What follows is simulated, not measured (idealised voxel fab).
Module name: voxel wiring stack (process module)
Square cells of 5 nm make up the cross-section cut, whose width is 260 nm.
Cross-section layout: square cells on a grid; listed as bands, top to bottom; a band spans one or more cell rows.
Heights first: top, then bottom, in nm. Then materials, left to right, each with a width in nm. "edge to edge" on a single material: fills the band edge to edge. "air": empty space.
The level at which height equals 0 is the one under which the wafer, as it arrives, is entirely one material. No lower edge exists for the bottom band, which continues downward and is notated as in "z 0 and below".
Read "30 to 40" as a graded width: first number on top, second number at the bottom, same change between each pair of neighbouring rows.
"nothing altered" means the step left every cell of the cross-section as it was.
Empty spaces counting at least 8 cells and having no open way to the top are listed in "Voids, enclosed". The notation width x height at distance is used for each, the distance being from the left edge and all three values in nm.
That trailing text on a step's line, after the settings, is the simulator's own remark on the step.
For masked steps, "overlay nm" on the step line gives how far right of plan the mask actually lay; a minus sign means it lay to the left.

The process steps that were planned are listed below
1) RECEIVE (material Si)
2) CONFORMAL_DEP (material SiO2; thk nm 15)
3) DIRECTIONAL_DEP (material TiN; thk nm 5)
4) DIRECTIONAL_DEP (material W; thk nm 15)
5) DIRECTIONAL_DEP (material aC; thk nm 10)
6) PATTERN (tone cover; mask id METAL_1; material resist; width nm 20; pitch nm 50; thk nm 25; overlay nm 0)
7) DIRECTIONAL_ETCH (etch materials aC; depth nm 10)
8) STRIP (etch materials resist)
9) DIRECTIONAL_ETCH (etch materials W; depth nm 15)
10) DIRECTIONAL_ETCH (etch materials TiN; depth nm 5)
11) STRIP (etch materials aC)
12) FILL_DEP (material SiO2; thk nm 5)
13) CMP (height nm 35)
14) CONFORMAL_DEP (material SiCN; thk nm 5)
15) DIRECTIONAL_DEP (material SiO2; thk nm 20)
16) PATTERN (tone open; mask id PLUG_1; material resist; width nm 15; pitch nm 50; thk nm 15; overlay nm 0)
17) DIRECTIONAL_ETCH (etch materials SiO2; depth nm 20)
18) DIRECTIONAL_ETCH (etch materials SiCN; depth nm 5)
19) STRIP (etch materials resist)
20) CONFORMAL_DEP (material TiN; thk nm 5)
21) FILL_DEP (material Cu; thk nm 10)
22) CMP (height nm 60)
23) CONFORMAL_DEP (material SiN; thk nm 5)
24) DIRECTIONAL_DEP (material lowk; thk nm 25)
25) DIRECTIONAL_DEP (material aC; thk nm 15)
26) PATTERN (tone open; mask id METAL_2; material resist; width nm 20; pitch nm 50; thk nm 35; overlay nm 0)
27) DIRECTIONAL_ETCH (etch materials aC; depth nm 15)
28) STRIP (etch materials resist)
29) DIRECTIONAL_ETCH (etch materials lowk; depth nm 25)
30) DIRECTIONAL_ETCH (etch materials SiN; depth nm 5)
31) STRIP (etch materials aC)
32) CONFORMAL_DEP (material TiN; thk nm 5)
33) FILL_DEP (material W; thk nm 10)
34) CMP (height nm 90)
35) EPI (material Ru; thk nm 5)
36) FILL_DEP (material SiCN; thk nm 5)
37) DIRECTIONAL_DEP (material lowk; thk nm 35)
38) DIRECTIONAL_DEP (material aC; thk nm 15)
39) PATTERN (tone open; mask id METAL_3; material resist; width nm 20; pitch nm 50; thk nm 35; overlay nm 0)
40) DIRECTIONAL_ETCH (etch materials aC; depth nm 15)
41) STRIP (etch materials resist)
42) DIRECTIONAL_ETCH (etch materials lowk; depth nm 20)
43) STRIP (etch materials aC)
44) DIRECTIONAL_DEP (material aC; thk nm 10)
45) PATTERN (tone open; mask id METAL_3_HOLES; material resist; width nm 15; pitch nm 50; thk nm 30; overlay nm 0)
46) DIRECTIONAL_ETCH (etch materials aC; depth nm 10)
47) STRIP (etch materials resist)
48) DIRECTIONAL_ETCH (etch materials lowk; depth nm 15)
49) DIRECTIONAL_ETCH (etch materials SiCN; depth nm 5)
50) STRIP (etch materials aC)
51) CONFORMAL_DEP (material TiN; thk nm 5)
52) FILL_DEP (material Ru; thk nm 10)
53) CMP (height nm 135)
54) CONFORMAL_DEP (material SiCN; thk nm 5)
55) DIRECTIONAL_DEP (material lowk; thk nm 25)
56) PATTERN (tone open; mask id METAL_4; material resist; width nm 20; pitch nm 50; thk nm 20; overlay nm 0)
57) DIRECTIONAL_ETCH (etch materials lowk; depth nm 15)
58) STRIP (etch materials resist)
59) MASKED_ETCH (tone open; mask id METAL_4_HOLES; width nm 15; pitch nm 50; etch materials lowk; depth nm 10; overlay nm 0)
60) MASKED_ETCH (tone open; mask id METAL_4_HOLES; width nm 15; pitch nm 50; etch materials SiCN; depth nm 5; overlay nm 0)
61) CONFORMAL_DEP (material TiN; thk nm 5)
62) FILL_DEP (material Cu; thk nm 10)
63) CMP (height nm 165)
64) CONFORMAL_DEP (material SiN; thk nm 5)

Concerning the first of two wafers, which was run in accordance with the plan

Step 1 complete: cross-section of the wafer as received
    z 0 and below = Si edge to edge
    Voids, enclosed: none

Wafer after step 2 (cross-section)
    z 15 to 0 = SiO2 edge to edge
    Rest of section, below 0: as before.

Wafer after step 3 (cross-section)
    z 20 to 15 = TiN edge to edge
    Rest of section, below 15: as before.

Wafer after step 4 (cross-section)
    z 35 to 20 = W edge to edge
    Rest of section, below 20: as before.

Wafer after step 5 (cross-section)
    z 45 to 35 = aC edge to edge
    Rest of section, below 35: as before.

Wafer after step 6 (cross-section)
    z 70 to 45 = air=70, then resist=20, then air=30, then resist=20, then air=30, then resist=20, then air=70
    Rest of section, below 45: as before.

Wafer after step 7 (cross-section)
    z 60 to 45 = air=70, then resist=20, then air=30, then resist=20, then air=30, then resist=20, then air=70
    z 45 to 35 = air=70, then aC=20, then air=30, then aC=20, then air=30, then aC=20, then air=70
    Rest of section, below 35: as before.

Wafer after step 8 (cross-section)
    z 45 to 35 = air=70, then aC=20, then air=30, then aC=20, then air=30, then aC=20, then air=70
    Rest of section, below 35: as before.

Wafer after step 9 (cross-section)
    z 45 to 35 = air=70, then aC=20, then air=30, then aC=20, then air=30, then aC=20, then air=70
    z 35 to 20 = air=70, then W=20, then air=30, then W=20, then air=30, then W=20, then air=70
    Rest of section, below 20: as before.

Wafer after step 10 (cross-section)
    z 45 to 35 = air=70, then aC=20, then air=30, then aC=20, then air=30, then aC=20, then air=70
    z 35 to 20 = air=70, then W=20, then air=30, then W=20, then air=30, then W=20, then air=70
    z 20 to 15 = air=70, then TiN=20, then air=30, then TiN=20, then air=30, then TiN=20, then air=70
    Rest of section, below 15: as before.

Wafer after step 11 (cross-section)
    z 35 to 20 = air=70, then W=20, then air=30, then W=20, then air=30, then W=20, then air=70
    Rest of section, below 20: as before.

Wafer after step 12 (cross-section)
    z 40 to 35 = SiO2 edge to edge
    z 35 to 20 = SiO2=70, then W=20, then SiO2=30, then W=20, then SiO2=30, then W=20, then SiO2=70
    z 20 to 15 = SiO2=70, then TiN=20, then SiO2=30, then TiN=20, then SiO2=30, then TiN=20, then SiO2=70
    Rest of section, below 15: as before.

Wafer after step 13 (cross-section)
    z 35 to 20 = SiO2=70, then W=20, then SiO2=30, then W=20, then SiO2=30, then W=20, then SiO2=70
    Rest of section, below 20: as before.

Wafer after step 14 (cross-section)
    z 40 to 35 = SiCN edge to edge
    Rest of section, below 35: as before.

Wafer after step 15 (cross-section)
    z 60 to 40 = SiO2 edge to edge
    Rest of section, below 40: as before.

Wafer after step 16 (cross-section)
    z 75 to 60 = resist=70, then air=15, then resist=35, then air=15, then resist=35, then air=15, then resist=75
    Rest of section, below 60: as before.

Wafer after step 17 (cross-section)
    z 75 to 60 = resist=70, then air=15, then resist=35, then air=15, then resist=35, then air=15, then resist=75
    z 60 to 40 = SiO2=70, then air=15, then SiO2=35, then air=15, then SiO2=35, then air=15, then SiO2=75
    Rest of section, below 40: as before.

Wafer after step 18 (cross-section)
    z 75 to 60 = resist=70, then air=15, then resist=35, then air=15, then resist=35, then air=15, then resist=75
    z 60 to 40 = SiO2=70, then air=15, then SiO2=35, then air=15, then SiO2=35, then air=15, then SiO2=75
    z 40 to 35 = SiCN=70, then air=15, then SiCN=35, then air=15, then SiCN=35, then air=15, then SiCN=75
    Rest of section, below 35: as before.

Wafer after step 19 (cross-section)
    z 60 to 40 = SiO2=70, then air=15, then SiO2=35, then air=15, then SiO2=35, then air=15, then SiO2=75
    Rest of section, below 40: as before.

Wafer after step 20 (cross-section)
    z 65 to 60 = TiN=75, then air=5, then TiN=45, then air=5, then TiN=45, then air=5, then TiN=80
    z 60 to 40 = SiO2=70, then TiN=5, then air=5, then TiN=5, then SiO2=35, then TiN=5, then air=5, then TiN=5, then SiO2=35, then TiN=5, then air=5, then TiN=5, then SiO2=75
    z 40 to 35 = SiCN=70, then TiN=15, then SiCN=35, then TiN=15, then SiCN=35, then TiN=15, then SiCN=75
    Rest of section, below 35: as before.

Wafer after step 21 (cross-section)
    z 75 to 65 = Cu edge to edge
    z 65 to 60 = TiN=75, then Cu=5, then TiN=45, then Cu=5, then TiN=45, then Cu=5, then TiN=80
    z 60 to 40 = SiO2=70, then TiN=5, then Cu=5, then TiN=5, then SiO2=35, then TiN=5, then Cu=5, then TiN=5, then SiO2=35, then TiN=5, then Cu=5, then TiN=5, then SiO2=75
    Rest of section, below 40: as before.

Wafer after step 22 (cross-section)
    z 60 to 40 = SiO2=70, then TiN=5, then Cu=5, then TiN=5, then SiO2=35, then TiN=5, then Cu=5, then TiN=5, then SiO2=35, then TiN=5, then Cu=5, then TiN=5, then SiO2=75
    Rest of section, below 40: as before.

Wafer after step 23 (cross-section)
    z 65 to 60 = SiN edge to edge
    Rest of section, below 60: as before.

Wafer after step 24 (cross-section)
    z 90 to 65 = lowk edge to edge
    Rest of section, below 65: as before.

Wafer after step 25 (cross-section)
    z 105 to 90 = aC edge to edge
    Rest of section, below 90: as before.

Wafer after step 26 (cross-section)
    z 140 to 105 = resist=70, then air=20, then resist=30, then air=20, then resist=30, then air=20, then resist=70
    Rest of section, below 105: as before.

Wafer after step 27 (cross-section)
    z 125 to 105 = resist=70, then air=20, then resist=30, then air=20, then resist=30, then air=20, then resist=70
    z 105 to 90 = aC=70, then air=20, then aC=30, then air=20, then aC=30, then air=20, then aC=70
    Rest of section, below 90: as before.

Wafer after step 28 (cross-section)
    z 105 to 90 = aC=70, then air=20, then aC=30, then air=20, then aC=30, then air=20, then aC=70
    Rest of section, below 90: as before.

Wafer after step 29 (cross-section)
    z 105 to 90 = aC=70, then air=20, then aC=30, then air=20, then aC=30, then air=20, then aC=70
    z 90 to 65 = lowk=70, then air=20, then lowk=30, then air=20, then lowk=30, then air=20, then lowk=70
    Rest of section, below 65: as before.

Wafer after step 30 (cross-section)
    z 105 to 90 = aC=70, then air=20, then aC=30, then air=20, then aC=30, then air=20, then aC=70
    z 90 to 65 = lowk=70, then air=20, then lowk=30, then air=20, then lowk=30, then air=20, then lowk=70
    z 65 to 60 = SiN=70, then air=20, then SiN=30, then air=20, then SiN=30, then air=20, then SiN=70
    Rest of section, below 60: as before.

Wafer after step 31 (cross-section)
    z 90 to 65 = lowk=70, then air=20, then lowk=30, then air=20, then lowk=30, then air=20, then lowk=70
    Rest of section, below 65: as before.

Wafer after step 32 (cross-section)
    z 95 to 90 = TiN=75, then air=10, then TiN=40, then air=10, then TiN=40, then air=10, then TiN=75
    z 90 to 65 = lowk=70, then TiN=5, then air=10, then TiN=5, then lowk=30, then TiN=5, then air=10, then TiN=5, then lowk=30, then TiN=5, then air=10, then TiN=5, then lowk=70
    z 65 to 60 = SiN=70, then TiN=20, then SiN=30, then TiN=20, then SiN=30, then TiN=20, then SiN=70
    Rest of section, below 60: as before.

Wafer after step 33 (cross-section)
    z 105 to 95 = W edge to edge
    z 95 to 90 = TiN=75, then W=10, then TiN=40, then W=10, then TiN=40, then W=10, then TiN=75
    z 90 to 65 = lowk=70, then TiN=5, then W=10, then TiN=5, then lowk=30, then TiN=5, then W=10, then TiN=5, then lowk=30, then TiN=5, then W=10, then TiN=5, then lowk=70
    Rest of section, below 65: as before.

Wafer after step 34 (cross-section)
    z 90 to 65 = lowk=70, then TiN=5, then W=10, then TiN=5, then lowk=30, then TiN=5, then W=10, then TiN=5, then lowk=30, then TiN=5, then W=10, then TiN=5, then lowk=70
    Rest of section, below 65: as before.

Wafer after step 35 (cross-section)
    z 95 to 90 = air=65, then Ru=30, then air=20, then Ru=30, then air=20, then Ru=30, then air=65
    Rest of section, below 90: as before.

Wafer after step 36 (cross-section)
    z 100 to 95 = SiCN edge to edge
    z 95 to 90 = SiCN=65, then Ru=30, then SiCN=20, then Ru=30, then SiCN=20, then Ru=30, then SiCN=65
    Rest of section, below 90: as before.

Wafer after step 37 (cross-section)
    z 135 to 100 = lowk edge to edge
    Rest of section, below 100: as before.

Wafer after step 38 (cross-section)
    z 150 to 135 = aC edge to edge
    Rest of section, below 135: as before.

Wafer after step 39 (cross-section)
    z 185 to 150 = resist=70, then air=20, then resist=30, then air=20, then resist=30, then air=20, then resist=70
    Rest of section, below 150: as before.

Wafer after step 40 (cross-section)
    z 170 to 150 = resist=70, then air=20, then resist=30, then air=20, then resist=30, then air=20, then resist=70
    z 150 to 135 = aC=70, then air=20, then aC=30, then air=20, then aC=30, then air=20, then aC=70
    Rest of section, below 135: as before.

Wafer after step 41 (cross-section)
    z 150 to 135 = aC=70, then air=20, then aC=30, then air=20, then aC=30, then air=20, then aC=70
    Rest of section, below 135: as before.

Wafer after step 42 (cross-section)
    z 150 to 135 = aC=70, then air=20, then aC=30, then air=20, then aC=30, then air=20, then aC=70
    z 135 to 115 = lowk=70, then air=20, then lowk=30, then air=20, then lowk=30, then air=20, then lowk=70
    Rest of section, below 115: as before.

Wafer after step 43 (cross-section)
    z 135 to 115 = lowk=70, then air=20, then lowk=30, then air=20, then lowk=30, then air=20, then lowk=70
    Rest of section, below 115: as before.

Wafer after step 44 (cross-section)
    z 145 to 135 = aC=70, then air=20, then aC=30, then air=20, then aC=30, then air=20, then aC=70
    z 135 to 125 = lowk=70, then air=20, then lowk=30, then air=20, then lowk=30, then air=20, then lowk=70
    z 125 to 115 = lowk=70, then aC=20, then lowk=30, then aC=20, then lowk=30, then aC=20, then lowk=70
    Rest of section, below 115: as before.

Wafer after step 45 (cross-section)
    z 175 to 145 = resist=70, then air=15, then resist=35, then air=15, then resist=35, then air=15, then resist=75
    z 145 to 135 = aC=70, then air=15, then resist=5, then aC=30, then air=15, then resist=5, then aC=30, then air=15, then resist=5, then aC=70
    z 135 to 125 = lowk=70, then air=15, then resist=5, then lowk=30, then air=15, then resist=5, then lowk=30, then air=15, then resist=5, then lowk=70
    Rest of section, below 125: as before.

Wafer after step 46 (cross-section)
    z 165 to 145 = resist=70, then air=15, then resist=35, then air=15, then resist=35, then air=15, then resist=75
    z 145 to 135 = aC=70, then air=15, then resist=5, then aC=30, then air=15, then resist=5, then aC=30, then air=15, then resist=5, then aC=70
    z 135 to 125 = lowk=70, then air=15, then resist=5, then lowk=30, then air=15, then resist=5, then lowk=30, then air=15, then resist=5, then lowk=70
    z 125 to 115 = lowk=70, then air=15, then aC=5, then lowk=30, then air=15, then aC=5, then lowk=30, then air=15, then aC=5, then lowk=70
    Rest of section, below 115: as before.

Wafer after step 47 (cross-section)
    z 145 to 135 = aC=70, then air=20, then aC=30, then air=20, then aC=30, then air=20, then aC=70
    z 135 to 125 = lowk=70, then air=20, then lowk=30, then air=20, then lowk=30, then air=20, then lowk=70
    Rest of section, below 125: as before.

Wafer after step 48 (cross-section)
    z 145 to 135 = aC=70, then air=20, then aC=30, then air=20, then aC=30, then air=20, then aC=70
    z 135 to 125 = lowk=70, then air=20, then lowk=30, then air=20, then lowk=30, then air=20, then lowk=70
    z 125 to 115 = lowk=70, then air=15, then aC=5, then lowk=30, then air=15, then aC=5, then lowk=30, then air=15, then aC=5, then lowk=70
    z 115 to 100 = lowk=70, then air=15, then lowk=35, then air=15, then lowk=35, then air=15, then lowk=75
    Rest of section, below 100: as before.

Wafer after step 49 (cross-section)
    z 145 to 135 = aC=70, then air=20, then aC=30, then air=20, then aC=30, then air=20, then aC=70
    z 135 to 125 = lowk=70, then air=20, then lowk=30, then air=20, then lowk=30, then air=20, then lowk=70
    z 125 to 115 = lowk=70, then air=15, then aC=5, then lowk=30, then air=15, then aC=5, then lowk=30, then air=15, then aC=5, then lowk=70
    z 115 to 100 = lowk=70, then air=15, then lowk=35, then air=15, then lowk=35, then air=15, then lowk=75
    z 100 to 95 = SiCN=70, then air=15, then SiCN=35, then air=15, then SiCN=35, then air=15, then SiCN=75
    Rest of section, below 95: as before.

Wafer after step 50 (cross-section)
    z 135 to 115 = lowk=70, then air=20, then lowk=30, then air=20, then lowk=30, then air=20, then lowk=70
    Rest of section, below 115: as before.

Wafer after step 51 (cross-section)
    z 140 to 135 = TiN=75, then air=10, then TiN=40, then air=10, then TiN=40, then air=10, then TiN=75
    z 135 to 120 = lowk=70, then TiN=5, then air=10, then TiN=5, then lowk=30, then TiN=5, then air=10, then TiN=5, then lowk=30, then TiN=5, then air=10, then TiN=5, then lowk=70
    z 120 to 115 = lowk=70, then TiN=5, then air=5, then TiN=10, then lowk=30, then TiN=5, then air=5, then TiN=10, then lowk=30, then TiN=5, then air=5, then TiN=10, then lowk=70
    z 115 to 100 = lowk=70, then TiN=5, then air=5, then TiN=5, then lowk=35, then TiN=5, then air=5, then TiN=5, then lowk=35, then TiN=5, then air=5, then TiN=5, then lowk=75
    z 100 to 95 = SiCN=70, then TiN=15, then SiCN=35, then TiN=15, then SiCN=35, then TiN=15, then SiCN=75
    Rest of section, below 95: as before.

Wafer after step 52 (cross-section)
    z 150 to 140 = Ru edge to edge
    z 140 to 135 = TiN=75, then Ru=10, then TiN=40, then Ru=10, then TiN=40, then Ru=10, then TiN=75
    z 135 to 120 = lowk=70, then TiN=5, then Ru=10, then TiN=5, then lowk=30, then TiN=5, then Ru=10, then TiN=5, then lowk=30, then TiN=5, then Ru=10, then TiN=5, then lowk=70
    z 120 to 115 = lowk=70, then TiN=5, then Ru=5, then TiN=10, then lowk=30, then TiN=5, then Ru=5, then TiN=10, then lowk=30, then TiN=5, then Ru=5, then TiN=10, then lowk=70
    z 115 to 100 = lowk=70, then TiN=5, then Ru=5, then TiN=5, then lowk=35, then TiN=5, then Ru=5, then TiN=5, then lowk=35, then TiN=5, then Ru=5, then TiN=5, then lowk=75
    Rest of section, below 100: as before.

Wafer after step 53 (cross-section)
    z 135 to 120 = lowk=70, then TiN=5, then Ru=10, then TiN=5, then lowk=30, then TiN=5, then Ru=10, then TiN=5, then lowk=30, then TiN=5, then Ru=10, then TiN=5, then lowk=70
    Rest of section, below 120: as before.

Wafer after step 54 (cross-section)
    z 140 to 135 = SiCN edge to edge
    Rest of section, below 135: as before.

Wafer after step 55 (cross-section)
    z 165 to 140 = lowk edge to edge
    Rest of section, below 140: as before.

Wafer after step 56 (cross-section)
    z 185 to 165 = resist=70, then air=20, then resist=30, then air=20, then resist=30, then air=20, then resist=70
    Rest of section, below 165: as before.

Wafer after step 57 (cross-section)
    z 185 to 165 = resist=70, then air=20, then resist=30, then air=20, then resist=30, then air=20, then resist=70
    z 165 to 150 = lowk=70, then air=20, then lowk=30, then air=20, then lowk=30, then air=20, then lowk=70
    Rest of section, below 150: as before.

Wafer after step 58 (cross-section)
    z 165 to 150 = lowk=70, then air=20, then lowk=30, then air=20, then lowk=30, then air=20, then lowk=70
    Rest of section, below 150: as before.

Wafer after step 59 (cross-section)
    z 165 to 150 = lowk=70, then air=20, then lowk=30, then air=20, then lowk=30, then air=20, then lowk=70
    z 150 to 140 = lowk=70, then air=15, then lowk=35, then air=15, then lowk=35, then air=15, then lowk=75
    Rest of section, below 140: as before.

Wafer after step 60 (cross-section)
    z 165 to 150 = lowk=70, then air=20, then lowk=30, then air=20, then lowk=30, then air=20, then lowk=70
    z 150 to 140 = lowk=70, then air=15, then lowk=35, then air=15, then lowk=35, then air=15, then lowk=75
    z 140 to 135 = SiCN=70, then air=15, then SiCN=35, then air=15, then SiCN=35, then air=15, then SiCN=75
    Rest of section, below 135: as before.

Wafer after step 61 (cross-section)
    z 170 to 165 = TiN=75, then air=10, then TiN=40, then air=10, then TiN=40, then air=10, then TiN=75
    z 165 to 155 = lowk=70, then TiN=5, then air=10, then TiN=5, then lowk=30, then TiN=5, then air=10, then TiN=5, then lowk=30, then TiN=5, then air=10, then TiN=5, then lowk=70
    z 155 to 150 = lowk=70, then TiN=5, then air=5, then TiN=10, then lowk=30, then TiN=5, then air=5, then TiN=10, then lowk=30, then TiN=5, then air=5, then TiN=10, then lowk=70
    z 150 to 140 = lowk=70, then TiN=5, then air=5, then TiN=5, then lowk=35, then TiN=5, then air=5, then TiN=5, then lowk=35, then TiN=5, then air=5, then TiN=5, then lowk=75
    z 140 to 135 = SiCN=70, then TiN=15, then SiCN=35, then TiN=15, then SiCN=35, then TiN=15, then SiCN=75
    Rest of section, below 135: as before.

Wafer after step 62 (cross-section)
    z 180 to 170 = Cu edge to edge
    z 170 to 165 = TiN=75, then Cu=10, then TiN=40, then Cu=10, then TiN=40, then Cu=10, then TiN=75
    z 165 to 155 = lowk=70, then TiN=5, then Cu=10, then TiN=5, then lowk=30, then TiN=5, then Cu=10, then TiN=5, then lowk=30, then TiN=5, then Cu=10, then TiN=5, then lowk=70
    z 155 to 150 = lowk=70, then TiN=5, then Cu=5, then TiN=10, then lowk=30, then TiN=5, then Cu=5, then TiN=10, then lowk=30, then TiN=5, then Cu=5, then TiN=10, then lowk=70
    z 150 to 140 = lowk=70, then TiN=5, then Cu=5, then TiN=5, then lowk=35, then TiN=5, then Cu=5, then TiN=5, then lowk=35, then TiN=5, then Cu=5, then TiN=5, then lowk=75
    Rest of section, below 140: as before.

Wafer after step 63 (cross-section)
    z 165 to 155 = lowk=70, then TiN=5, then Cu=10, then TiN=5, then lowk=30, then TiN=5, then Cu=10, then TiN=5, then lowk=30, then TiN=5, then Cu=10, then TiN=5, then lowk=70
    Rest of section, below 155: as before.

Wafer after step 64 (cross-section)
    z 170 to 165 = SiN edge to edge
    Rest of section, below 165: as before.

The second wafer: identical to the first at the outset and in its planned sequence, differing only in that one mistake was made during processing; up to and including step 35, its path is the first wafer's path

Cross-section: second wafer, time at which step 36 was scheduled to end
    z 130 to 125 = air=65, then lowk=30, then air=20, then lowk=30, then air=20, then lowk=30, then air=65
    z 125 to 95 = lowk edge to edge
    z 95 to 90 = lowk=65, then Ru=30, then lowk=20, then Ru=30, then lowk=20, then Ru=30, then lowk=65
    Rest of section, below 90: as before.

Cross-section: second wafer, time at which step 37 was scheduled to end
    z 135 to 130 = SiCN edge to edge
    z 130 to 125 = SiCN=65, then lowk=30, then SiCN=20, then lowk=30, then SiCN=20, then lowk=30, then SiCN=65
    Rest of section, below 125: as before.

Cross-section: second wafer, time at which step 38 was scheduled to end
    z 150 to 135 = aC edge to edge
    Rest of section, below 135: as before.

Cross-section: second wafer, time at which step 39 was scheduled to end
    z 185 to 150 = resist=70, then air=20, then resist=30, then air=20, then resist=30, then air=20, then resist=70
    Rest of section, below 150: as before.

Cross-section: second wafer, time at which step 40 was scheduled to end
    z 170 to 150 = resist=70, then air=20, then resist=30, then air=20, then resist=30, then air=20, then resist=70
    z 150 to 135 = aC=70, then air=20, then aC=30, then air=20, then aC=30, then air=20, then aC=70
    Rest of section, below 135: as before.

Cross-section: second wafer, time at which step 41 was scheduled to end
    z 150 to 135 = aC=70, then air=20, then aC=30, then air=20, then aC=30, then air=20, then aC=70
    Rest of section, below 135: as before.

Cross-section: second wafer, time at which step 42 was scheduled to end: nothing altered

Cross-section: second wafer, time at which step 43 was scheduled to end
    z 135 to 130 = SiCN edge to edge
    Rest of section, below 130: as before.

Cross-section: second wafer, time at which step 44 was scheduled to end
    z 145 to 135 = aC edge to edge
    Rest of section, below 135: as before.

Cross-section: second wafer, time at which step 45 was scheduled to end
    z 175 to 145 = resist=70, then air=15, then resist=35, then air=15, then resist=35, then air=15, then resist=75
    Rest of section, below 145: as before.

Cross-section: second wafer, time at which step 46 was scheduled to end
    z 165 to 145 = resist=70, then air=15, then resist=35, then air=15, then resist=35, then air=15, then resist=75
    z 145 to 135 = aC=70, then air=15, then aC=35, then air=15, then aC=35, then air=15, then aC=75
    Rest of section, below 135: as before.

Cross-section: second wafer, time at which step 47 was scheduled to end
    z 145 to 135 = aC=70, then air=15, then aC=35, then air=15, then aC=35, then air=15, then aC=75
    Rest of section, below 135: as before.

Cross-section: second wafer, time at which step 48 was scheduled to end: nothing altered

Cross-section: second wafer, time at which step 49 was scheduled to end
    z 145 to 135 = aC=70, then air=15, then aC=35, then air=15, then aC=35, then air=15, then aC=75
    z 135 to 130 = SiCN=70, then air=15, then SiCN=35, then air=15, then SiCN=35, then air=15, then SiCN=75
    Rest of section, below 130: as before.

Cross-section: second wafer, time at which step 50 was scheduled to end
    z 135 to 130 = SiCN=70, then air=15, then SiCN=35, then air=15, then SiCN=35, then air=15, then SiCN=75
    Rest of section, below 130: as before.

Cross-section: second wafer, time at which step 51 was scheduled to end
    z 140 to 135 = TiN=75, then air=5, then TiN=45, then air=5, then TiN=45, then air=5, then TiN=80
    z 135 to 130 = SiCN=70, then TiN=15, then SiCN=35, then TiN=15, then SiCN=35, then TiN=15, then SiCN=75
    Rest of section, below 130: as before.

Cross-section: second wafer, time at which step 52 was scheduled to end
    z 150 to 140 = Ru edge to edge
    z 140 to 135 = TiN=75, then Ru=5, then TiN=45, then Ru=5, then TiN=45, then Ru=5, then TiN=80
    Rest of section, below 135: as before.

Cross-section: second wafer, time at which step 53 was scheduled to end
    z 135 to 130 = SiCN=70, then TiN=15, then SiCN=35, then TiN=15, then SiCN=35, then TiN=15, then SiCN=75
    Rest of section, below 130: as before.

Cross-section: second wafer, time at which step 54 was scheduled to end
    z 140 to 135 = SiCN edge to edge
    Rest of section, below 135: as before.

Cross-section: second wafer, time at which step 55 was scheduled to end
    z 165 to 140 = lowk edge to edge
    Rest of section, below 140: as before.

Cross-section: second wafer, time at which step 56 was scheduled to end
    z 185 to 165 = resist=70, then air=20, then resist=30, then air=20, then resist=30, then air=20, then resist=70
    Rest of section, below 165: as before.

Cross-section: second wafer, time at which step 57 was scheduled to end
    z 185 to 165 = resist=70, then air=20, then resist=30, then air=20, then resist=30, then air=20, then resist=70
    z 165 to 150 = lowk=70, then air=20, then lowk=30, then air=20, then lowk=30, then air=20, then lowk=70
    Rest of section, below 150: as before.

Cross-section: second wafer, time at which step 58 was scheduled to end
    z 165 to 150 = lowk=70, then air=20, then lowk=30, then air=20, then lowk=30, then air=20, then lowk=70
    Rest of section, below 150: as before.

Cross-section: second wafer, time at which step 59 was scheduled to end
    z 165 to 150 = lowk=70, then air=20, then lowk=30, then air=20, then lowk=30, then air=20, then lowk=70
    z 150 to 140 = lowk=70, then air=15, then lowk=35, then air=15, then lowk=35, then air=15, then lowk=75
    Rest of section, below 140: as before.

Cross-section: second wafer, time at which step 60 was scheduled to end
    z 165 to 150 = lowk=70, then air=20, then lowk=30, then air=20, then lowk=30, then air=20, then lowk=70
    z 150 to 140 = lowk=70, then air=15, then lowk=35, then air=15, then lowk=35, then air=15, then lowk=75
    z 140 to 135 = SiCN=70, then air=15, then SiCN=35, then air=15, then SiCN=35, then air=15, then SiCN=75
    Rest of section, below 135: as before.

Cross-section: second wafer, time at which step 61 was scheduled to end
    z 170 to 165 = TiN=75, then air=10, then TiN=40, then air=10, then TiN=40, then air=10, then TiN=75
    z 165 to 155 = lowk=70, then TiN=5, then air=10, then TiN=5, then lowk=30, then TiN=5, then air=10, then TiN=5, then lowk=30, then TiN=5, then air=10, then TiN=5, then lowk=70
    z 155 to 150 = lowk=70, then TiN=5, then air=5, then TiN=10, then lowk=30, then TiN=5, then air=5, then TiN=10, then lowk=30, then TiN=5, then air=5, then TiN=10, then lowk=70
    z 150 to 140 = lowk=70, then TiN=5, then air=5, then TiN=5, then lowk=35, then TiN=5, then air=5, then TiN=5, then lowk=35, then TiN=5, then air=5, then TiN=5, then lowk=75
    z 140 to 130 = SiCN=70, then TiN=15, then SiCN=35, then TiN=15, then SiCN=35, then TiN=15, then SiCN=75
    Rest of section, below 130: as before.

Cross-section: second wafer, time at which step 62 was scheduled to end
    z 180 to 170 = Cu edge to edge
    z 170 to 165 = TiN=75, then Cu=10, then TiN=40, then Cu=10, then TiN=40, then Cu=10, then TiN=75
    z 165 to 155 = lowk=70, then TiN=5, then Cu=10, then TiN=5, then lowk=30, then TiN=5, then Cu=10, then TiN=5, then lowk=30, then TiN=5, then Cu=10, then TiN=5, then lowk=70
    z 155 to 150 = lowk=70, then TiN=5, then Cu=5, then TiN=10, then lowk=30, then TiN=5, then Cu=5, then TiN=10, then lowk=30, then TiN=5, then Cu=5, then TiN=10, then lowk=70
    z 150 to 140 = lowk=70, then TiN=5, then Cu=5, then TiN=5, then lowk=35, then TiN=5, then Cu=5, then TiN=5, then lowk=35, then TiN=5, then Cu=5, then TiN=5, then lowk=75
    Rest of section, below 140: as before.

Cross-section: second wafer, time at which step 63 was scheduled to end
    z 165 to 155 = lowk=70, then TiN=5, then Cu=10, then TiN=5, then lowk=30, then TiN=5, then Cu=10, then TiN=5, then lowk=30, then TiN=5, then Cu=10, then TiN=5, then lowk=70
    Rest of section, below 155: as before.

Cross-section: second wafer, time at which step 64 was scheduled to end
    z 170 to 165 = SiN edge to edge
    Rest of section, below 165: as before.
Against the plan, the run slipped here: the processing plan was not followed for steps 36 and 37, which were run with their positions exchanged
Final comparison by cell count, materials where the second wafer has more or fewer than the first: -30 Ru | -45 TiN | +75 lowk
